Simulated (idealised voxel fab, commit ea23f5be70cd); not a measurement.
The following is a process module called voxel wiring stack.
For reference, the cross-section in this document is cut, with width 280 nm and square cells of 5 nm.
A cross-section is a grid of square cells, given in bands from the top down. A band is one or more rows of cells.
What a band's entry tells you: where the top is and where the bottom is, as heights in nm, and after that what lies inside, material by material from left to right, each with its width in nm. Empty space is written as the word "empty", and a single material marked with the word "edge to edge" occupies the band from edge to edge.
All heights in this document are referenced to 0, defined as the level beneath which the wafer, as received, consists entirely of one material. The lowest band is not bounded below; it extends indefinitely downward and is written in the form "0 and below".
The two numbers in a width such as "30->40" mark its ends across the band: the first belongs to the top row of cells, the second to the bottom row, and from each row to the next the width moves by the same amount.
What does "remained unchanged" mean for a step? It means no cell of the cross-section changed in that step.
Heads up: "Internal closed voids" only lists the empty pockets with no open path to the top that are 8 cells or more, and it writes them as width x height at distance, distance from the left edge, in nm.
On each step's line, the part that comes after the settings is the simulator's own comment on the step.
On any step carrying a mask, the "overlay nm" setting, if present on the step's line, tells how far right of its planned place the mask lay; negative values point to the left.
This section lists the process steps that were planned:
1 RECEIVE, material Si
2 CONFORMAL_DEP, material SiO2, thk nm 10
3 CONFORMAL_DEP, material SiN, thk nm 5
4 DIRECTIONAL_DEP, material lowk, thk nm 25
5 PATTERN, tone open, mask id METAL_1, material resist, width nm 25, pitch nm 40, thk nm 20, overlay nm 0
6 DIRECTIONAL_ETCH, etch materials lowk, depth nm 25
7 DIRECTIONAL_ETCH, etch materials SiN, depth nm 5
8 STRIP, etch materials resist
9 CONFORMAL_DEP, material TiN, thk nm 5
10 FILL_DEP, material W, thk nm 5
11 CMP, height nm 40
12 CONFORMAL_DEP, material SiCN, thk nm 5
13 DIRECTIONAL_DEP, material SiO2, thk nm 30
14 PATTERN, tone open, mask id METAL_2_HOLES, material resist, width nm 15, pitch nm 40, thk nm 20, overlay nm 0
15 DIRECTIONAL_ETCH, etch materials SiO2, depth nm 30
16 STRIP, etch materials resist
17 DIRECTIONAL_DEP, material aC, thk nm 15
18 PATTERN, tone open, mask id METAL_2, material resist, width nm 25, pitch nm 40, thk nm 30, overlay nm 0
19 DIRECTIONAL_ETCH, etch materials aC, depth nm 15
20 STRIP, etch materials resist
21 DIRECTIONAL_ETCH, etch materials SiO2, depth nm 15
22 DIRECTIONAL_ETCH, etch materials SiCN, depth nm 5
23 STRIP, etch materials aC
24 CONFORMAL_DEP, material TiN, thk nm 5
25 FILL_DEP, material Cu, thk nm 10
26 CMP, height nm 75
27 CONFORMAL_DEP, material SiCN, thk nm 5
28 DIRECTIONAL_DEP, material lowk, thk nm 25
29 PATTERN, tone open, mask id METAL_3_HOLES, material resist, width nm 15, pitch nm 40, thk nm 20, overlay nm 0
30 DIRECTIONAL_ETCH, etch materials lowk, depth nm 25
31 STRIP, etch materials resist
32 DIRECTIONAL_DEP, material aC, thk nm 10
33 PATTERN, tone open, mask id METAL_3, material resist, width nm 25, pitch nm 40, thk nm 30, overlay nm 0
34 DIRECTIONAL_ETCH, etch materials aC, depth nm 10
35 STRIP, etch materials resist
36 DIRECTIONAL_ETCH, etch materials lowk, depth nm 15
37 DIRECTIONAL_ETCH, etch materials SiCN, depth nm 5
38 STRIP, etch materials aC
39 CONFORMAL_DEP, material TiN, thk nm 5
40 FILL_DEP, material Cu, thk nm 10
41 CMP, height nm 105
42 CONFORMAL_DEP, material SiCN, thk nm 5
as received, after step 1:
- 0 and below  Si edge to edge
- Internal closed voids: none
Final cross-section, module run with one mistake (start and plan as above):
- 110 down to 105  SiCN edge to edge
- 105 down to 95  lowk (55) / TiN (5) / Cu (25) / TiN (5) / lowk (5) / TiN (5) / Cu (25) / TiN (5) / lowk (5) / TiN (5) / Cu (25) / TiN (5) / lowk (5) / TiN (5) / Cu (25) / TiN (5) / lowk (70)
- 95 down to 85  lowk (55) / TiN (5) / Cu (5) / TiN (25->5) / lowk (5->25) / TiN (5) / Cu (5) / TiN (25->5) / lowk (5->25) / TiN (5) / Cu (5) / TiN (25->5) / lowk (5->25) / TiN (5) / Cu (5) / TiN (25->5) / lowk (70->90)
- 85 down to 80  lowk (55) / TiN (15) / lowk (25) / TiN (15) / lowk (25) / TiN (15) / lowk (25) / TiN (15) / lowk (90)
- 80 down to 75  SiCN (65) / TiN (5) / SiCN (35) / TiN (5) / SiCN (35) / TiN (5) / SiCN (35) / TiN (5) / SiCN (90)
- 75 down to 65  SiO2 (65) / TiN (5) / Cu (15) / TiN (5) / SiO2 (15) / TiN (5) / Cu (15) / TiN (5) / SiO2 (15) / TiN (5) / Cu (15) / TiN (5) / SiO2 (15) / TiN (5) / Cu (15) / TiN (5) / SiO2 (70)
- 65 down to 60  SiO2 (65) / TiN (5) / Cu (5) / TiN (15) / SiO2 (15) / TiN (5) / Cu (5) / TiN (15) / SiO2 (15) / TiN (5) / Cu (5) / TiN (15) / SiO2 (15) / TiN (5) / Cu (5) / TiN (15) / SiO2 (70)
- 60 down to 45  SiO2 (65) / TiN (5) / Cu (5) / TiN (5) / SiO2 (25) / TiN (5) / Cu (5) / TiN (5) / SiO2 (25) / TiN (5) / Cu (5) / TiN (5) / SiO2 (25) / TiN (5) / Cu (5) / TiN (5) / SiO2 (80)
- 45 down to 40  SiCN (65) / TiN (15) / SiCN (25) / TiN (15) / SiCN (25) / TiN (15) / SiCN (25) / TiN (15) / SiCN (80)
- 40 down to 15  lowk (65) / TiN (5) / W (15) / TiN (5) / lowk (15) / TiN (5) / W (15) / TiN (5) / lowk (15) / TiN (5) / W (15) / TiN (5) / lowk (15) / TiN (5) / W (15) / TiN (5) / lowk (70)
- 15 down to 10  SiN (65) / TiN (25) / SiN (15) / TiN (25) / SiN (15) / TiN (25) / SiN (15) / TiN (25) / SiN (70)
- 10 down to 0  SiO2 edge to edge
- 0 and below  Si edge to edge
- Internal closed voids: none
Deviation noted in wafer processing: step 29 did not use the planned setting and instead ran as PATTERN, tone open, mask id METAL_3_HOLES, material resist, width nm 15, pitch nm 40, thk nm 20, overlay nm -10
